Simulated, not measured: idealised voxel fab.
Process module under the name voxel gate over fins
Cross-sectional view cut (width: 240 nm; square cell size: 5 nm).
Heads up, the way a cross-section reads in here is a grid of square cells, handed over as bands from the top down, with every band being one or more rows of cells.
Per band: top height and bottom height in nm, followed by the left-to-right materials and their widths in nm; "edge to edge" marks a single material spanning edge to edge, "air" marks empty space.
Heights are measured from 0, the level below which the as-received wafer is all one material; the lowest band has no bottom and continues downward, written as in "0 down".
Width: "30..40" (first number = top row, second number = bottom row, same change from row to row of cells).
Step marked "no alterations made"? Then no cell in the cross-section changed in it.
Any empty space of 8 cells or more lacking an open way to the top shows up in "Sealed void list" as width x height at distance, distance from the left edge, in nm.
after a step's settings: what the simulator itself notes on the step
The line of a step may include "overlay nm". On a step with a mask, this value is how far to the right of its planned place the mask lay. A negative value means the mask lay to the left.
Planned step list for the process:
step 1: RECEIVE | material Si
step 2: CONFORMAL_DEP | material SiN | thk nm 5
step 3: DIRECTIONAL_DEP | material aC | thk nm 15
step 4: PATTERN | tone cover | mask id FINS | material resist | width nm 15 | pitch nm 50 | thk nm 30 | overlay nm 0
step 5: DIRECTIONAL_ETCH | etch materials aC | depth nm 15
step 6: STRIP | etch materials resist
step 7: DIRECTIONAL_ETCH | etch materials SiN | depth nm 5
step 8: DIRECTIONAL_ETCH | etch materials Si | depth nm 35
step 9: STRIP | etch materials aC
step 10: OXIDIZE | depth nm 5
step 11: FILL_DEP | material SiO2 | thk nm 15
step 12: CMP | height nm 5
step 13: DIRECTIONAL_DEP | material aC | thk nm 10
step 14: PATTERN | tone open | mask id RAIL | material resist | width nm 15 | thk nm 30 | overlay nm 0
step 15: DIRECTIONAL_ETCH | etch materials aC | depth nm 10
step 16: STRIP | etch materials resist
step 17: DIRECTIONAL_ETCH | etch materials SiO2 | depth nm 35
step 18: STRIP | etch materials aC
step 19: CONFORMAL_DEP | material TiN | thk nm 5
step 20: FILL_DEP | material W | thk nm 5
step 21: CMP | height nm 5
step 22: SELECTIVE_ETCH | etch materials W Ru TiN | depth nm 25
step 23: FILL_DEP | material SiO2 | thk nm 5
step 24: CMP | height nm 5
step 25: SELECTIVE_ETCH | etch materials SiO2 | depth nm 15
step 26: STRIP | etch materials SiN
step 27: CONFORMAL_DEP | material HfO2 | thk nm 5
step 28: CONFORMAL_DEP | material TiN | thk nm 5
step 29: CONFORMAL_DEP | material TiAl | thk nm 5
step 30: CONFORMAL_DEP | material TiN | thk nm 5
step 31: FILL_DEP | material W | thk nm 15
step 32: CMP | height nm 30
step 33: CONFORMAL_DEP | material SiN | thk nm 10
First of the two wafers, run per plan:
As received (post step 1): cross-section:
> 0 down | Si edge to edge
> Sealed void list: none
The wafer, seen in cross-section, after step 2:
> 5 to 0 | SiN edge to edge
> Below 0, no change.
The wafer, seen in cross-section, after step 3:
> 20 to 5 | aC edge to edge
> Below 5, no change.
The wafer, seen in cross-section, after step 4:
> 50 to 20 | air=85  resist=15  air=35  resist=15  air=90
> Below 20, no change.
The wafer, seen in cross-section, after step 5:
> 35 to 20 | air=85  resist=15  air=35  resist=15  air=90
> 20 to 5 | air=85  aC=15  air=35  aC=15  air=90
> Below 5, no change.
The wafer, seen in cross-section, after step 6:
> 20 to 5 | air=85  aC=15  air=35  aC=15  air=90
> Below 5, no change.
The wafer, seen in cross-section, after step 7:
> 20 to 5 | air=85  aC=15  air=35  aC=15  air=90
> 5 to 0 | air=85  SiN=15  air=35  SiN=15  air=90
> Below 0, no change.
The wafer, seen in cross-section, after step 8:
> 20 to 5 | air=85  aC=15  air=35  aC=15  air=90
> 5 to 0 | air=85  SiN=15  air=35  SiN=15  air=90
> 0 to -35 | air=85  Si=15  air=35  Si=15  air=90
> Below -35, no change.
The wafer, seen in cross-section, after step 9:
> 5 to 0 | air=85  SiN=15  air=35  SiN=15  air=90
> Below 0, no change.
The wafer, seen in cross-section, after step 10:
> 5 to 0 | air=85  SiN=15  air=35  SiN=15  air=90
> 0 to -35 | air=85  SiO2=5  Si=5  SiO2=5  air=35  SiO2=5  Si=5  SiO2=5  air=90
> -35 to -40 | SiO2=90  Si=5  SiO2=45  Si=5  SiO2=95
> Below -40, no change.
The wafer, seen in cross-section, after step 11:
> 20 to 5 | SiO2 edge to edge
> 5 to 0 | SiO2=85  SiN=15  SiO2=35  SiN=15  SiO2=90
> 0 to -40 | SiO2=90  Si=5  SiO2=45  Si=5  SiO2=95
> Below -40, no change.
The wafer, seen in cross-section, after step 12:
> 5 to 0 | SiO2=85  SiN=15  SiO2=35  SiN=15  SiO2=90
> Below 0, no change.
The wafer, seen in cross-section, after step 13:
> 15 to 5 | aC edge to edge
> Below 5, no change.
The wafer, seen in cross-section, after step 14:
> 45 to 15 | resist=110  air=15  resist=115
> Below 15, no change.
The wafer, seen in cross-section, after step 15:
> 35 to 15 | resist=110  air=15  resist=115
> 15 to 5 | aC=110  air=15  aC=115
> Below 5, no change.
The wafer, seen in cross-section, after step 16:
> 15 to 5 | aC=110  air=15  aC=115
> Below 5, no change.
The wafer, seen in cross-section, after step 17:
> 15 to 5 | aC=110  air=15  aC=115
> 5 to 0 | SiO2=85  SiN=15  SiO2=10  air=15  SiO2=10  SiN=15  SiO2=90
> 0 to -30 | SiO2=90  Si=5  SiO2=15  air=15  SiO2=15  Si=5  SiO2=95
> Below -30, no change.
The wafer, seen in cross-section, after step 18:
> 5 to 0 | SiO2=85  SiN=15  SiO2=10  air=15  SiO2=10  SiN=15  SiO2=90
> Below 0, no change.
The wafer, seen in cross-section, after step 19:
> 10 to 5 | TiN=115  air=5  TiN=120
> 5 to 0 | SiO2=85  SiN=15  SiO2=10  TiN=5  air=5  TiN=5  SiO2=10  SiN=15  SiO2=90
> 0 to -25 | SiO2=90  Si=5  SiO2=15  TiN=5  air=5  TiN=5  SiO2=15  Si=5  SiO2=95
> -25 to -30 | SiO2=90  Si=5  SiO2=15  TiN=15  SiO2=15  Si=5  SiO2=95
> Below -30, no change.
The wafer, seen in cross-section, after step 20:
> 15 to 10 | W edge to edge
> 10 to 5 | TiN=115  W=5  TiN=120
> 5 to 0 | SiO2=85  SiN=15  SiO2=10  TiN=5  W=5  TiN=5  SiO2=10  SiN=15  SiO2=90
> 0 to -25 | SiO2=90  Si=5  SiO2=15  TiN=5  W=5  TiN=5  SiO2=15  Si=5  SiO2=95
> Below -25, no change.
The wafer, seen in cross-section, after step 21:
> 5 to 0 | SiO2=85  SiN=15  SiO2=10  TiN=5  W=5  TiN=5  SiO2=10  SiN=15  SiO2=90
> Below 0, no change.
The wafer, seen in cross-section, after step 22:
> 5 to 0 | SiO2=85  SiN=15  SiO2=10  air=15  SiO2=10  SiN=15  SiO2=90
> 0 to -20 | SiO2=90  Si=5  SiO2=15  air=15  SiO2=15  Si=5  SiO2=95
> Below -20, no change.
The wafer, seen in cross-section, after step 23:
> 10 to 5 | SiO2 edge to edge
> 5 to 0 | SiO2=85  SiN=15  SiO2=35  SiN=15  SiO2=90
> 0 to -20 | SiO2=90  Si=5  SiO2=45  Si=5  SiO2=95
> Below -20, no change.
The wafer, seen in cross-section, after step 24:
> 5 to 0 | SiO2=85  SiN=15  SiO2=35  SiN=15  SiO2=90
> Below 0, no change.
The wafer, seen in cross-section, after step 25:
> 5 to 0 | air=85  SiN=15  air=35  SiN=15  air=90
> 0 to -10 | air=90  Si=5  air=45  Si=5  air=95
> Below -10, no change.
The wafer, seen in cross-section, after step 26:
> 0 to -10 | air=90  Si=5  air=45  Si=5  air=95
> Below -10, no change.
The wafer, seen in cross-section, after step 27:
> 5 to 0 | air=85  HfO2=15  air=35  HfO2=15  air=90
> 0 to -5 | air=85  HfO2=5  Si=5  HfO2=5  air=35  HfO2=5  Si=5  HfO2=5  air=90
> -5 to -10 | HfO2=90  Si=5  HfO2=45  Si=5  HfO2=95
> Below -10, no change.
The wafer, seen in cross-section, after step 28:
> 10 to 5 | air=80  TiN=25  air=25  TiN=25  air=85
> 5 to 0 | air=80  TiN=5  HfO2=15  TiN=5  air=25  TiN=5  HfO2=15  TiN=5  air=85
> 0 to -5 | TiN=85  HfO2=5  Si=5  HfO2=5  TiN=35  HfO2=5  Si=5  HfO2=5  TiN=90
> Below -5, no change.
The wafer, seen in cross-section, after step 29:
> 15 to 10 | air=75  TiAl=35  air=15  TiAl=35  air=80
> 10 to 5 | air=75  TiAl=5  TiN=25  TiAl=5  air=15  TiAl=5  TiN=25  TiAl=5  air=80
> 5 to 0 | TiAl=80  TiN=5  HfO2=15  TiN=5  TiAl=25  TiN=5  HfO2=15  TiN=5  TiAl=85
> Below 0, no change.
The wafer, seen in cross-section, after step 30:
> 20 to 15 | air=70  TiN=45  air=5  TiN=45  air=75
> 15 to 10 | air=70  TiN=5  TiAl=35  TiN=5  air=5  TiN=5  TiAl=35  TiN=5  air=75
> 10 to 5 | TiN=75  TiAl=5  TiN=25  TiAl=5  TiN=15  TiAl=5  TiN=25  TiAl=5  TiN=80
> Below 5, no change.
The wafer, seen in cross-section, after step 31:
> 35 to 20 | W edge to edge
> 20 to 15 | W=70  TiN=45  W=5  TiN=45  W=75
> 15 to 10 | W=70  TiN=5  TiAl=35  TiN=5  W=5  TiN=5  TiAl=35  TiN=5  W=75
> Below 10, no change.
The wafer, seen in cross-section, after step 32:
> 30 to 20 | W edge to edge
> Below 20, no change.
The wafer, seen in cross-section, after step 33:
> 40 to 30 | SiN edge to edge
> Below 30, no change.
Now the other wafer: same start, same recipe, but we messed up one thing when running it. Up to and including step 13 it's the same as the first one:
Cross-sectional representation of the second wafer at the time designated in the plan for the completion of step 14:
> 45 to 15 | resist=110  air=20  resist=110
> Below 15, no change.
Cross-sectional representation of the second wafer at the time designated in the plan for the completion of step 15:
> 35 to 15 | resist=110  air=20  resist=110
> 15 to 5 | aC=110  air=20  aC=110
> Below 5, no change.
Cross-sectional representation of the second wafer at the time designated in the plan for the completion of step 16:
> 15 to 5 | aC=110  air=20  aC=110
> Below 5, no change.
Cross-sectional representation of the second wafer at the time designated in the plan for the completion of step 17:
> 15 to 5 | aC=110  air=20  aC=110
> 5 to 0 | SiO2=85  SiN=15  SiO2=10  air=20  SiO2=5  SiN=15  SiO2=90
> 0 to -30 | SiO2=90  Si=5  SiO2=15  air=20  SiO2=10  Si=5  SiO2=95
> Below -30, no change.
Cross-sectional representation of the second wafer at the time designated in the plan for the completion of step 18:
> 5 to 0 | SiO2=85  SiN=15  SiO2=10  air=20  SiO2=5  SiN=15  SiO2=90
> Below 0, no change.
Cross-sectional representation of the second wafer at the time designated in the plan for the completion of step 19:
> 10 to 5 | TiN=115  air=10  TiN=115
> 5 to 0 | SiO2=85  SiN=15  SiO2=10  TiN=5  air=10  TiN=5  SiO2=5  SiN=15  SiO2=90
> 0 to -25 | SiO2=90  Si=5  SiO2=15  TiN=5  air=10  TiN=5  SiO2=10  Si=5  SiO2=95
> -25 to -30 | SiO2=90  Si=5  SiO2=15  TiN=20  SiO2=10  Si=5  SiO2=95
> Below -30, no change.
Cross-sectional representation of the second wafer at the time designated in the plan for the completion of step 20:
> 15 to 10 | W edge to edge
> 10 to 5 | TiN=115  W=10  TiN=115
> 5 to 0 | SiO2=85  SiN=15  SiO2=10  TiN=5  W=10  TiN=5  SiO2=5  SiN=15  SiO2=90
> 0 to -25 | SiO2=90  Si=5  SiO2=15  TiN=5  W=10  TiN=5  SiO2=10  Si=5  SiO2=95
> Below -25, no change.
Cross-sectional representation of the second wafer at the time designated in the plan for the completion of step 21:
> 5 to 0 | SiO2=85  SiN=15  SiO2=10  TiN=5  W=10  TiN=5  SiO2=5  SiN=15  SiO2=90
> Below 0, no change.
Cross-sectional representation of the second wafer at the time designated in the plan for the completion of step 22:
> 5 to 0 | SiO2=85  SiN=15  SiO2=10  air=20  SiO2=5  SiN=15  SiO2=90
> 0 to -20 | SiO2=90  Si=5  SiO2=15  air=20  SiO2=10  Si=5  SiO2=95
> Below -20, no change.
Cross-sectional representation of the second wafer at the time designated in the plan for the completion of step 23:
> 10 to 5 | SiO2 edge to edge
> 5 to 0 | SiO2=85  SiN=15  SiO2=35  SiN=15  SiO2=90
> 0 to -20 | SiO2=90  Si=5  SiO2=45  Si=5  SiO2=95
> Below -20, no change.
Cross-sectional representation of the second wafer at the time designated in the plan for the completion of step 24:
> 5 to 0 | SiO2=85  SiN=15  SiO2=35  SiN=15  SiO2=90
> Below 0, no change.
Cross-sectional representation of the second wafer at the time designated in the plan for the completion of step 25:
> 5 to 0 | air=85  SiN=15  air=35  SiN=15  air=90
> 0 to -10 | air=90  Si=5  air=45  Si=5  air=95
> Below -10, no change.
Cross-sectional representation of the second wafer at the time designated in the plan for the completion of step 26:
> 0 to -10 | air=90  Si=5  air=45  Si=5  air=95
> Below -10, no change.
Cross-sectional representation of the second wafer at the time designated in the plan for the completion of step 27:
> 5 to 0 | air=85  HfO2=15  air=35  HfO2=15  air=90
> 0 to -5 | air=85  HfO2=5  Si=5  HfO2=5  air=35  HfO2=5  Si=5  HfO2=5  air=90
> -5 to -10 | HfO2=90  Si=5  HfO2=45  Si=5  HfO2=95
> Below -10, no change.
Cross-sectional representation of the second wafer at the time designated in the plan for the completion of step 28:
> 10 to 5 | air=80  TiN=25  air=25  TiN=25  air=85
> 5 to 0 | air=80  TiN=5  HfO2=15  TiN=5  air=25  TiN=5  HfO2=15  TiN=5  air=85
> 0 to -5 | TiN=85  HfO2=5  Si=5  HfO2=5  TiN=35  HfO2=5  Si=5  HfO2=5  TiN=90
> Below -5, no change.
Cross-sectional representation of the second wafer at the time designated in the plan for the completion of step 29:
> 15 to 10 | air=75  TiAl=35  air=15  TiAl=35  air=80
> 10 to 5 | air=75  TiAl=5  TiN=25  TiAl=5  air=15  TiAl=5  TiN=25  TiAl=5  air=80
> 5 to 0 | TiAl=80  TiN=5  HfO2=15  TiN=5  TiAl=25  TiN=5  HfO2=15  TiN=5  TiAl=85
> Below 0, no change.
Cross-sectional representation of the second wafer at the time designated in the plan for the completion of step 30:
> 20 to 15 | air=70  TiN=45  air=5  TiN=45  air=75
> 15 to 10 | air=70  TiN=5  TiAl=35  TiN=5  air=5  TiN=5  TiAl=35  TiN=5  air=75
> 10 to 5 | TiN=75  TiAl=5  TiN=25  TiAl=5  TiN=15  TiAl=5  TiN=25  TiAl=5  TiN=80
> Below 5, no change.
Cross-sectional representation of the second wafer at the time designated in the plan for the completion of step 31:
> 35 to 20 | W edge to edge
> 20 to 15 | W=70  TiN=45  W=5  TiN=45  W=75
> 15 to 10 | W=70  TiN=5  TiAl=35  TiN=5  W=5  TiN=5  TiAl=35  TiN=5  W=75
> Below 10, no change.
Cross-sectional representation of the second wafer at the time designated in the plan for the completion of step 32:
> 30 to 20 | W edge to edge
> Below 20, no change.
Cross-sectional representation of the second wafer at the time designated in the plan for the completion of step 33:
> 40 to 30 | SiN edge to edge
> Below 30, no change.
Here's what went sideways: heads up, step 14 didn't go per plan, it actually ran as PATTERN | tone open | mask id RAIL | material resist | width nm 20 | thk nm 30 | overlay nm 0
Wafer comparison, final, in cells, second relative to first, materials more or fewer: SiO2: 2 fewer, TiN: 1 more, W: 1 more
